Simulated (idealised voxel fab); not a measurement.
You're looking at the process module voxel trench capacitor.
The cross-section shown here is cut; it is 275 nm wide and divided into square cells measuring 5 nm on a side.
Square cells in a grid make up a cross-section in this document, and the grid is given as bands, listed from the top down, each one or more rows of cells.
What a band's entry tells you: where the top is and where the bottom is, as heights in nm, and after that what lies inside, material by material from left to right, each with its width in nm. Empty space is written as the word "blank", and a single material marked with the word "edge to edge" occupies the band from edge to edge.
Beneath 0, the wafer as received is one material, and that level is where height counting begins. The lowest band goes on downward without a bottom; it is written like "0 nm and below".
The two numbers in a width such as "30->40" mark its ends across the band: the first belongs to the top row of cells, the second to the bottom row, and from each row to the next the width moves by the same amount.
Any step labelled "all unchanged" changed none of the cells in the cross-section.
In "Closed-off voids" the enclosed voids are listed, meaning empty spaces of 8 cells or larger without any opening to the top. The form is width x height at distance, distance from the left edge, units nm.
What comes after the settings on a step's line is commentary from the simulator itself on that step.
A step line may carry the setting "overlay nm", which, for steps involving a mask, states the distance by which the mask lay to the right of its intended position; negative values denote displacement to the left.

Planned process steps:
1: RECEIVE with material Si
2: CONFORMAL_DEP with material SiN, thk nm 5
3: MASKED_ETCH with tone open, mask id TRENCH, width nm 20, pitch nm 35, etch materials SiN, depth nm 5, overlay nm 0
4: MASKED_ETCH with tone open, mask id TRENCH, width nm 20, pitch nm 35, etch materials Si, depth nm 40, overlay nm 0
5: CONFORMAL_DEP with material Al2O3, thk nm 5
6: FILL_DEP with material polySi, thk nm 5
7: CMP with height nm 5

first wafer, as planned:

Received-state cross-section, reflecting completion of step 1:
> 0 nm and below: Si edge to edge
> Closed-off voids: none

You're looking at a cross-section of the wafer after step 2:
> 5 nm to 0 nm: SiN edge to edge
> Rest of section, below 0: as before.

You're looking at a cross-section of the wafer after step 3:
> 5 nm to 0 nm: SiN=75 / blank=20 / SiN=15 / blank=20 / SiN=15 / blank=20 / SiN=15 / blank=20 / SiN=75
> Rest of section, below 0: as before.

You're looking at a cross-section of the wafer after step 4:
> 5 nm to 0 nm: SiN=75 / blank=20 / SiN=15 / blank=20 / SiN=15 / blank=20 / SiN=15 / blank=20 / SiN=75
> 0 nm to -40 nm: Si=75 / blank=20 / Si=15 / blank=20 / Si=15 / blank=20 / Si=15 / blank=20 / Si=75
> Rest of section, below -40: as before.

You're looking at a cross-section of the wafer after step 5:
> 10 nm to 5 nm: Al2O3=80 / blank=10 / Al2O3=25 / blank=10 / Al2O3=25 / blank=10 / Al2O3=25 / blank=10 / Al2O3=80
> 5 nm to 0 nm: SiN=75 / Al2O3=5 / blank=10 / Al2O3=5 / SiN=15 / Al2O3=5 / blank=10 / Al2O3=5 / SiN=15 / Al2O3=5 / blank=10 / Al2O3=5 / SiN=15 / Al2O3=5 / blank=10 / Al2O3=5 / SiN=75
> 0 nm to -35 nm: Si=75 / Al2O3=5 / blank=10 / Al2O3=5 / Si=15 / Al2O3=5 / blank=10 / Al2O3=5 / Si=15 / Al2O3=5 / blank=10 / Al2O3=5 / Si=15 / Al2O3=5 / blank=10 / Al2O3=5 / Si=75
> -35 nm to -40 nm: Si=75 / Al2O3=20 / Si=15 / Al2O3=20 / Si=15 / Al2O3=20 / Si=15 / Al2O3=20 / Si=75
> Rest of section, below -40: as before.

You're looking at a cross-section of the wafer after step 6:
> 15 nm to 10 nm: polySi edge to edge
> 10 nm to 5 nm: Al2O3=80 / polySi=10 / Al2O3=25 / polySi=10 / Al2O3=25 / polySi=10 / Al2O3=25 / polySi=10 / Al2O3=80
> 5 nm to 0 nm: SiN=75 / Al2O3=5 / polySi=10 / Al2O3=5 / SiN=15 / Al2O3=5 / polySi=10 / Al2O3=5 / SiN=15 / Al2O3=5 / polySi=10 / Al2O3=5 / SiN=15 / Al2O3=5 / polySi=10 / Al2O3=5 / SiN=75
> 0 nm to -35 nm: Si=75 / Al2O3=5 / polySi=10 / Al2O3=5 / Si=15 / Al2O3=5 / polySi=10 / Al2O3=5 / Si=15 / Al2O3=5 / polySi=10 / Al2O3=5 / Si=15 / Al2O3=5 / polySi=10 / Al2O3=5 / Si=75
> Rest of section, below -35: as before.

You're looking at a cross-section of the wafer after step 7:
> 5 nm to 0 nm: SiN=75 / Al2O3=5 / polySi=10 / Al2O3=5 / SiN=15 / Al2O3=5 / polySi=10 / Al2O3=5 / SiN=15 / Al2O3=5 / polySi=10 / Al2O3=5 / SiN=15 / Al2O3=5 / polySi=10 / Al2O3=5 / SiN=75
> Rest of section, below 0: as before.

Second wafer, same starting conditions and recipe as the first, one mistake in executing it, nothing differs from the first up to and including step 6:

X-section, second wafer, when step 7 was due to finish:
> 10 nm to 5 nm: Al2O3=80 / polySi=10 / Al2O3=25 / polySi=10 / Al2O3=25 / polySi=10 / Al2O3=25 / polySi=10 / Al2O3=80
> Rest of section, below 5: as before.
What went wrong in running the wafer? for step 7, the planned setting was not used; the step was instead run as CMP with height nm 10
It is noted that, at the conclusion of processing, the second wafer exhibits a higher or lower cell count for certain materials relative to the first: +47 Al2O3 | +8 polySi
